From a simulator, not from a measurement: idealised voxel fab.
process module | voxel transistor to metal
cross-section cut | 190 nm wide | cells 5 nm
A cross-section is a grid of square cells, given in bands from the top down. A band is one or more rows of cells.
Each band's line starts with the height of the band's top and of its bottom, in nm. Then come its materials from left to right, each with its width in nm. One material with "throughout" fills the band from edge to edge. "air" is empty space.
Height 0 is the level under which the wafer as received is all one material. The lowest band goes on downwards, as in "0 down".
A width such as "30 to 40" changes by the same amount from each row of cells to the next, from the band's top row to its bottom row.
"no change" after a step means that no cell of the cross-section changed.
closed voids: empty space of 8 cells or more with no open way to the top, each as width x height at its distance from the left edge, in nm
after a step's settings: what the simulator itself notes on the step
overlay nm, on a step with a mask: how far to the right of its planned place the mask lay; to the left if negative
plan
1 op RECEIVE | material Si
2 op OXIDIZE | depth nm 5
3 op CONFORMAL_DEP | material SiN | thk nm 10
4 op PATTERN | tone cover | mask id ACTIVE | material resist | width nm 120 | thk nm 20 | overlay nm 0
5 op DIRECTIONAL_ETCH | etch materials SiN | depth nm 10
6 op DIRECTIONAL_ETCH | etch materials SiO2 | depth nm 5
7 op DIRECTIONAL_ETCH | etch materials Si | depth nm 20
8 op STRIP | etch materials resist
9 op FILL_DEP | material SiO2 | thk nm 15
10 op CMP | height nm 10
11 op SELECTIVE_ETCH | etch materials SiO2 | depth nm 5
12 op STRIP | etch materials SiN
13 op SELECTIVE_ETCH | etch materials SiO2 | depth nm 5
14 op OXIDIZE | depth nm 5
15 op DIRECTIONAL_DEP | material polySi | thk nm 20
16 op DIRECTIONAL_DEP | material SiCN | thk nm 10
17 op DIRECTIONAL_DEP | material aC | thk nm 15
18 op PATTERN | tone cover | mask id GATE | material resist | width nm 30 | thk nm 30 | overlay nm 0
19 op DIRECTIONAL_ETCH | etch materials aC | depth nm 15
20 op STRIP | etch materials resist
21 op DIRECTIONAL_ETCH | etch materials SiCN | depth nm 20
22 op DIRECTIONAL_ETCH | etch materials polySi | depth nm 30
23 op STRIP | etch materials aC
24 op CONFORMAL_DEP | material SiN | thk nm 5
25 op DIRECTIONAL_ETCH | etch materials SiN | depth nm 5
26 op DIRECTIONAL_ETCH | etch materials SiO2 | depth nm 5
27 op DIRECTIONAL_ETCH | etch materials Si | depth nm 10
28 op EPI | material pSi | thk nm 10
29 op FILL_DEP | material SiO2 | thk nm 5
30 op CMP | height nm 15
31 op STRIP | etch materials polySi
32 op SELECTIVE_ETCH | etch materials SiO2 | depth nm 5
33 op CONFORMAL_DEP | material HfO2 | thk nm 5
34 op CONFORMAL_DEP | material TiN | thk nm 5
35 op FILL_DEP | material W | thk nm 5
36 op CMP | height nm 10
37 op DIRECTIONAL_DEP | material SiO2 | thk nm 10
38 op PATTERN | tone open | mask id CONTACT | material resist | width nm 15 | pitch nm 85 | thk nm 20 | overlay nm 0
39 op DIRECTIONAL_ETCH | etch materials SiO2 | depth nm 30
40 op STRIP | etch materials resist
41 op CONFORMAL_DEP | material TiN | thk nm 5
42 op FILL_DEP | material W | thk nm 5
43 op CMP | height nm 20
44 op CONFORMAL_DEP | material SiCN | thk nm 5
45 op DIRECTIONAL_DEP | material SiO2 | thk nm 15
46 op PATTERN | tone open | mask id METAL_1 | material resist | width nm 15 | pitch nm 85 | thk nm 20 | overlay nm 0
47 op DIRECTIONAL_ETCH | etch materials SiO2 | depth nm 15
48 op DIRECTIONAL_ETCH | etch materials SiCN | depth nm 5
49 op STRIP | etch materials resist
50 op CONFORMAL_DEP | material TiN | thk nm 5
51 op FILL_DEP | material W | thk nm 5
52 op CMP | height nm 40
53 op CONFORMAL_DEP | material SiCN | thk nm 5
54 op DIRECTIONAL_DEP | material lowk | thk nm 25
55 op DIRECTIONAL_DEP | material aC | thk nm 15
56 op PATTERN | tone open | mask id METAL_2 | material resist | width nm 15 | pitch nm 85 | thk nm 30 | overlay nm 0
57 op DIRECTIONAL_ETCH | etch materials aC | depth nm 15
58 op STRIP | etch materials resist
59 op DIRECTIONAL_ETCH | etch materials lowk | depth nm 15
60 op STRIP | etch materials aC
61 op PATTERN | tone open | mask id METAL_2_HOLES | material resist | width nm 15 | pitch nm 85 | thk nm 20 | overlay nm 0
62 op DIRECTIONAL_ETCH | etch materials lowk | depth nm 10
63 op DIRECTIONAL_ETCH | etch materials SiCN | depth nm 5
64 op STRIP | etch materials resist
65 op CONFORMAL_DEP | material TiN | thk nm 5
66 op FILL_DEP | material Cu | thk nm 10
67 op CMP | height nm 70
68 op CONFORMAL_DEP | material SiN | thk nm 5
varied across the wafers: width nm of step 38. The plan shows the first wafer's value. All wafers start alike
first wafer as received, after step 1
  0 down: Si throughout
  closed voids: none
each wafer at the end: cells of each material gained (+) or lost (-) since it was received, then its closed voids
width nm 15 | +10 Cu | +14 HfO2 | -150 Si | +64 SiCN | +46 SiN | +288 SiO2 | +78 TiN | +20 W | +160 lowk | +40 pSi | closed voids: none
width nm 20 | +10 Cu | +14 HfO2 | -150 Si | +64 SiCN | +46 SiN | +276 SiO2 | +80 TiN | +30 W | +160 lowk | +40 pSi | closed voids: none
width nm 25 | +10 Cu | +14 HfO2 | -150 Si | +64 SiCN | +46 SiN | +264 SiO2 | +82 TiN | +40 W | +160 lowk | +40 pSi | closed voids: none
width nm 30 | +10 Cu | +14 HfO2 | -150 Si | +64 SiCN | +46 SiN | +254 SiO2 | +84 TiN | +48 W | +160 lowk | +40 pSi | closed voids: none
